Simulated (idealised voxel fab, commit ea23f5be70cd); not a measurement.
process module | voxel wiring stack
We display cut, a cross-section 165 nm in width whose square cells are each 5 nm.
A cross-section is a grid of square cells, given in bands from the top down. A band is one or more rows of cells. Within each band entry, the heights of the top and of the bottom of the band appear first, in that order and in nm; the materials of the band then follow from left to right, each with its corresponding width in nm. The designation "throughout" on a single material indicates that it fills the band from edge to edge; the designation "air" indicates empty space. The level at which height equals 0 is the one under which the wafer, as it arrives, is entirely one material. No lower edge exists for the bottom band, which continues downward and is notated as in "top 0, no bottom". A width given as "30 to 40" starts at the first number in the band's top row and ends at the second number in its bottom row, shifting by an equal amount at every step from row to row. "remained unchanged", as given for a step, is the statement that not any cell of the cross-section underwent a change during that step. Listed in "Cavities, sealed": every empty space of 8 or more cells without an open way to the top. Form: width x height at distance, the distance being from the left edge, all in nm. The remark found on a step's line after its settings is issued by the simulator itself and pertains to that step. On any step carrying a mask, the "overlay nm" setting, if present on the step's line, tells how far right of its planned place the mask lay; negative values point to the left.

-- Process steps (planned)
1,RECEIVE, material Si
2,CONFORMAL_DEP, material SiO2, thk nm 10
3,CONFORMAL_DEP, material SiCN, thk nm 5
4,DIRECTIONAL_DEP, material lowk, thk nm 20
5,MASKED_ETCH, tone open, mask id METAL_1, width nm 20, pitch nm 35, etch materials lowk, depth nm 20, overlay nm 0
6,MASKED_ETCH, tone open, mask id METAL_1, width nm 20, pitch nm 35, etch materials SiCN, depth nm 5, overlay nm 0
7,CONFORMAL_DEP, material TiN, thk nm 5
8,FILL_DEP, material Ru, thk nm 10
9,CMP, height nm 35
10,CONFORMAL_DEP, material SiCN, thk nm 5
11,DIRECTIONAL_DEP, material SiO2, thk nm 35
12,MASKED_ETCH, tone open, mask id METAL_2, width nm 20, pitch nm 35, etch materials SiO2, depth nm 20, overlay nm 0
13,MASKED_ETCH, tone open, mask id METAL_2_HOLES, width nm 15, pitch nm 70, etch materials SiO2, depth nm 15, overlay nm 0
14,MASKED_ETCH, tone open, mask id METAL_2_HOLES, width nm 15, pitch nm 70, etch materials SiCN, depth nm 5, overlay nm 0
15,CONFORMAL_DEP, material TiN, thk nm 5
16,FILL_DEP, material Cu, thk nm 5
17,CMP, height nm 75
18,CONFORMAL_DEP, material SiCN, thk nm 5

-- As-received state of the wafer in cross-section, equivalent to post-step 1
  top 0, no bottom: Si throughout
  Cavities, sealed: none

-- Here's the cross-section of the first of our two wafers at the end of the module - it ran as planned
  top 80, bottom 75: SiCN throughout
  top 75, bottom 60: SiO2 (35)  TiN (5)  Cu (10)  TiN (5)  SiO2 (15)  TiN (5)  Cu (10)  TiN (5)  SiO2 (15)  TiN (5)  Cu (10)  TiN (5)  SiO2 (40)
  top 60, bottom 55: SiO2 (35)  TiN (5)  Cu (5)  TiN (10)  SiO2 (15)  TiN (20)  SiO2 (15)  TiN (5)  Cu (5)  TiN (10)  SiO2 (40)
  top 55, bottom 40: SiO2 (35)  TiN (5)  Cu (5)  TiN (5)  SiO2 (55)  TiN (5)  Cu (5)  TiN (5)  SiO2 (45)
  top 40, bottom 35: SiCN (35)  TiN (15)  SiCN (55)  TiN (15)  SiCN (45)
  top 35, bottom 15: lowk (35)  TiN (5)  Ru (10)  TiN (5)  lowk (15)  TiN (5)  Ru (10)  TiN (5)  lowk (15)  TiN (5)  Ru (10)  TiN (5)  lowk (40)
  top 15, bottom 10: SiCN (35)  TiN (20)  SiCN (15)  TiN (20)  SiCN (15)  TiN (20)  SiCN (40)
  top 10, bottom 0: SiO2 throughout
  top 0, no bottom: Si throughout
  Cavities, sealed: none

-- Cross-section at end of module for the second wafer of two, which matched the first in starting point and plan and differed by one mistake in its processing
  top 80, bottom 75: SiCN throughout
  top 75, bottom 65: SiO2 (25)  TiN (5)  Cu (15)  TiN (5)  SiO2 (10)  TiN (5)  Cu (10)  TiN (5)  SiO2 (15)  TiN (5)  Cu (15)  TiN (5)  SiO2 (45)
  top 65, bottom 60: SiO2 (25)  TiN (5)  Cu (10)  TiN (10)  SiO2 (10)  TiN (5)  Cu (10)  TiN (5)  SiO2 (15)  TiN (5)  Cu (10)  TiN (10)  SiO2 (45)
  top 60, bottom 55: SiO2 (25)  TiN (20)  SiO2 (15)  TiN (20)  SiO2 (15)  TiN (20)  SiO2 (50)
  top 55, bottom 40: SiO2 (35)  TiN (10)  SiO2 (60)  TiN (10)  SiO2 (50)
  top 40, bottom 35: SiCN (35)  TiN (10)  SiCN (60)  TiN (10)  SiCN (50)
  top 35, bottom 15: lowk (35)  TiN (5)  Ru (10)  TiN (5)  lowk (15)  TiN (5)  Ru (10)  TiN (5)  lowk (15)  TiN (5)  Ru (10)  TiN (5)  lowk (40)
  top 15, bottom 10: SiCN (35)  TiN (20)  SiCN (15)  TiN (20)  SiCN (15)  TiN (20)  SiCN (40)
  top 10, bottom 0: SiO2 throughout
  top 0, no bottom: Si throughout
  Cavities, sealed: none
What was the processing mistake? step 12 was not run as planned; what actually ran was MASKED_ETCH, tone open, mask id METAL_2, width nm 20, pitch nm 35, etch materials SiO2, depth nm 20, overlay nm -10
Final tally in cells, some materials are higher or lower on the second wafer than on the first: Cu -4, SiCN +2, TiN +2
